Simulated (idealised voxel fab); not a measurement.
process module | voxel capacitor over wiring
cross-section cut | 280 nm wide | cells 5 nm
A cross-section is a grid of square cells, given in bands from the top down. A band is one or more rows of cells.
Each band's line starts with the height of the band's top and of its bottom, in nm. Then come its materials from left to right, each with its width in nm. One material with "throughout" fills the band from edge to edge. "air" is empty space.
Height 0 is the level under which the wafer as received is all one material. The lowest band goes on downwards, as in "0 down".
A width such as "30 to 40" changes by the same amount from each row of cells to the next, from the band's top row to its bottom row.
"no change" after a step means that no cell of the cross-section changed.
closed voids: empty space of 8 cells or more with no open way to the top, each as width x height at its distance from the left edge, in nm
after a step's settings: what the simulator itself notes on the step
overlay nm, on a step with a mask: how far to the right of its planned place the mask lay; to the left if negative
plan
1 op RECEIVE | material Si
2 op CONFORMAL_DEP | material SiO2 | thk nm 10
3 op DIRECTIONAL_DEP | material TiN | thk nm 5
4 op DIRECTIONAL_DEP | material W | thk nm 20
5 op PATTERN | tone cover | mask id METAL_1 | material resist | width nm 20 | pitch nm 75 | thk nm 15 | overlay nm 0
6 op DIRECTIONAL_ETCH | etch materials W | depth nm 20
7 op DIRECTIONAL_ETCH | etch materials TiN | depth nm 5
8 op STRIP | etch materials resist
9 op FILL_DEP | material lowk | thk nm 5
10 op CMP | height nm 35
11 op CONFORMAL_DEP | material SiCN | thk nm 5
12 op DIRECTIONAL_DEP | material SiO2 | thk nm 20
13 op DIRECTIONAL_DEP | material aC | thk nm 15
14 op PATTERN | tone open | mask id PLUG_1 | material resist | width nm 15 | thk nm 35 | overlay nm 0
15 op DIRECTIONAL_ETCH | etch materials aC | depth nm 15
16 op STRIP | etch materials resist
17 op DIRECTIONAL_ETCH | etch materials SiO2 | depth nm 20
18 op DIRECTIONAL_ETCH | etch materials SiCN | depth nm 5
19 op STRIP | etch materials aC
20 op EPI | material Ru | thk nm 10
21 op EPI | material Ru | thk nm 10
22 op EPI | material Ru | thk nm 5
23 op DIRECTIONAL_DEP | material TiN | thk nm 5
24 op DIRECTIONAL_DEP | material SiN | thk nm 5
25 op DIRECTIONAL_DEP | material TiN | thk nm 5
26 op PATTERN | tone cover | mask id UPPER_PLATE | material resist | width nm 60 | thk nm 20 | overlay nm 0
27 op DIRECTIONAL_ETCH | etch materials TiN | depth nm 5
28 op DIRECTIONAL_ETCH | etch materials SiN | depth nm 5
29 op STRIP | etch materials resist
30 op MASKED_ETCH | tone cover | mask id LOWER_PLATE | width nm 70 | etch materials TiN | depth nm 5 | overlay nm 0
31 op FILL_DEP | material SiO2 | thk nm 15
32 op CMP | height nm 85
33 op MASKED_ETCH | tone open | mask id PLUG_2 | width nm 15 | etch materials SiO2 | depth nm 10 | overlay nm 0
34 op CONFORMAL_DEP | material TiN | thk nm 5
35 op FILL_DEP | material Cu | thk nm 5
36 op CMP | height nm 85
37 op CONFORMAL_DEP | material SiCN | thk nm 5
first wafer, as planned
as received, after step 1
  0 down: Si throughout
  closed voids: none
after step 2
  10 to 0: SiO2 throughout
  below 0: unchanged
after step 3
  15 to 10: TiN throughout
  below 10: unchanged
after step 4
  35 to 15: W throughout
  below 15: unchanged
after step 5
  50 to 35: air 90 | resist 20 | air 55 | resist 20 | air 95
  below 35: unchanged
after step 6
  50 to 35: air 90 | resist 20 | air 55 | resist 20 | air 95
  35 to 15: air 90 | W 20 | air 55 | W 20 | air 95
  below 15: unchanged
after step 7
  50 to 35: air 90 | resist 20 | air 55 | resist 20 | air 95
  35 to 15: air 90 | W 20 | air 55 | W 20 | air 95
  15 to 10: air 90 | TiN 20 | air 55 | TiN 20 | air 95
  below 10: unchanged
after step 8
  35 to 15: air 90 | W 20 | air 55 | W 20 | air 95
  below 15: unchanged
after step 9
  40 to 35: lowk throughout
  35 to 15: lowk 90 | W 20 | lowk 55 | W 20 | lowk 95
  15 to 10: lowk 90 | TiN 20 | lowk 55 | TiN 20 | lowk 95
  below 10: unchanged
after step 10
  35 to 15: lowk 90 | W 20 | lowk 55 | W 20 | lowk 95
  below 15: unchanged
after step 11
  40 to 35: SiCN throughout
  below 35: unchanged
after step 12
  60 to 40: SiO2 throughout
  below 40: unchanged
after step 13
  75 to 60: aC throughout
  below 60: unchanged
after step 14
  110 to 75: resist 95 | air 15 | resist 170
  below 75: unchanged
after step 15
  95 to 75: resist 95 | air 15 | resist 170
  75 to 60: aC 95 | air 15 | aC 170
  below 60: unchanged
after step 16
  75 to 60: aC 95 | air 15 | aC 170
  below 60: unchanged
after step 17
  75 to 60: aC 95 | air 15 | aC 170
  60 to 40: SiO2 95 | air 15 | SiO2 170
  below 40: unchanged
after step 18
  75 to 60: aC 95 | air 15 | aC 170
  60 to 40: SiO2 95 | air 15 | SiO2 170
  40 to 35: SiCN 95 | air 15 | SiCN 170
  below 35: unchanged
after step 19
  60 to 40: SiO2 95 | air 15 | SiO2 170
  below 40: unchanged
after step 20
  60 to 45: SiO2 95 | air 15 | SiO2 170
  45 to 40: SiO2 95 | Ru 15 | SiO2 170
  40 to 35: SiCN 95 | Ru 15 | SiCN 170
  below 35: unchanged
after step 21
  60 to 55: SiO2 95 | air 15 | SiO2 170
  55 to 40: SiO2 95 | Ru 15 | SiO2 170
  below 40: unchanged
after step 22
  60 to 40: SiO2 95 | Ru 15 | SiO2 170
  below 40: unchanged
after step 23
  65 to 60: TiN throughout
  below 60: unchanged
after step 24
  70 to 65: SiN throughout
  below 65: unchanged
after step 25
  75 to 70: TiN throughout
  below 70: unchanged
after step 26
  95 to 75: air 95 | resist 60 | air 125
  below 75: unchanged
after step 27
  95 to 75: air 95 | resist 60 | air 125
  75 to 70: air 95 | TiN 60 | air 125
  below 70: unchanged
after step 28
  95 to 75: air 95 | resist 60 | air 125
  75 to 70: air 95 | TiN 60 | air 125
  70 to 65: air 95 | SiN 60 | air 125
  below 65: unchanged
after step 29
  75 to 70: air 95 | TiN 60 | air 125
  below 70: unchanged
after step 30
  75 to 70: air 95 | TiN 60 | air 125
  70 to 65: air 95 | SiN 60 | air 125
  65 to 60: air 90 | TiN 70 | air 120
  below 60: unchanged
after step 31
  90 to 75: SiO2 throughout
  75 to 70: SiO2 95 | TiN 60 | SiO2 125
  70 to 65: SiO2 95 | SiN 60 | SiO2 125
  65 to 60: SiO2 90 | TiN 70 | SiO2 120
  below 60: unchanged
after step 32
  85 to 75: SiO2 throughout
  below 75: unchanged
after step 33
  85 to 75: SiO2 105 | air 15 | SiO2 160
  below 75: unchanged
after step 34
  90 to 85: TiN 110 | air 5 | TiN 165
  85 to 80: SiO2 105 | TiN 5 | air 5 | TiN 5 | SiO2 160
  80 to 70: SiO2 105 to 95 | TiN 15 to 60 | SiO2 160 to 125
  below 70: unchanged
after step 35
  95 to 90: Cu throughout
  90 to 85: TiN 110 | Cu 5 | TiN 165
  85 to 80: SiO2 105 | TiN 5 | Cu 5 | TiN 5 | SiO2 160
  below 80: unchanged
after step 36
  85 to 80: SiO2 105 | TiN 5 | Cu 5 | TiN 5 | SiO2 160
  below 80: unchanged
after step 37
  90 to 85: SiCN throughout
  below 85: unchanged
second wafer: like start, like plan, one mistake. Through step 23 it matches the first wafer
when step 24 should have ended
  70 to 65: lowk throughout
  below 65: unchanged
when step 25 should have ended
  75 to 70: TiN throughout
  below 70: unchanged
when step 26 should have ended
  95 to 75: air 95 | resist 60 | air 125
  below 75: unchanged
when step 27 should have ended
  95 to 75: air 95 | resist 60 | air 125
  75 to 70: air 95 | TiN 60 | air 125
  below 70: unchanged
when step 28 should have ended: no change
when step 29 should have ended
  75 to 70: air 95 | TiN 60 | air 125
  below 70: unchanged
when step 30 should have ended: no change
when step 31 should have ended
  90 to 75: SiO2 throughout
  75 to 70: SiO2 95 | TiN 60 | SiO2 125
  below 70: unchanged
when step 32 should have ended
  85 to 75: SiO2 throughout
  below 75: unchanged
when step 33 should have ended
  85 to 75: SiO2 105 | air 15 | SiO2 160
  below 75: unchanged
when step 34 should have ended
  90 to 85: TiN 110 | air 5 | TiN 165
  85 to 80: SiO2 105 | TiN 5 | air 5 | TiN 5 | SiO2 160
  80 to 70: SiO2 105 to 95 | TiN 15 to 60 | SiO2 160 to 125
  below 70: unchanged
when step 35 should have ended
  95 to 90: Cu throughout
  90 to 85: TiN 110 | Cu 5 | TiN 165
  85 to 80: SiO2 105 | TiN 5 | Cu 5 | TiN 5 | SiO2 160
  below 80: unchanged
when step 36 should have ended
  85 to 80: SiO2 105 | TiN 5 | Cu 5 | TiN 5 | SiO2 160
  below 80: unchanged
when step 37 should have ended
  90 to 85: SiCN throughout
  below 85: unchanged
what went wrong: step 24 ran as: op DIRECTIONAL_DEP | material lowk | thk nm 5
at the end the second wafer has, in cells: 12 fewer of SiN | 86 fewer of SiO2 | 42 more of TiN | 56 more of lowk
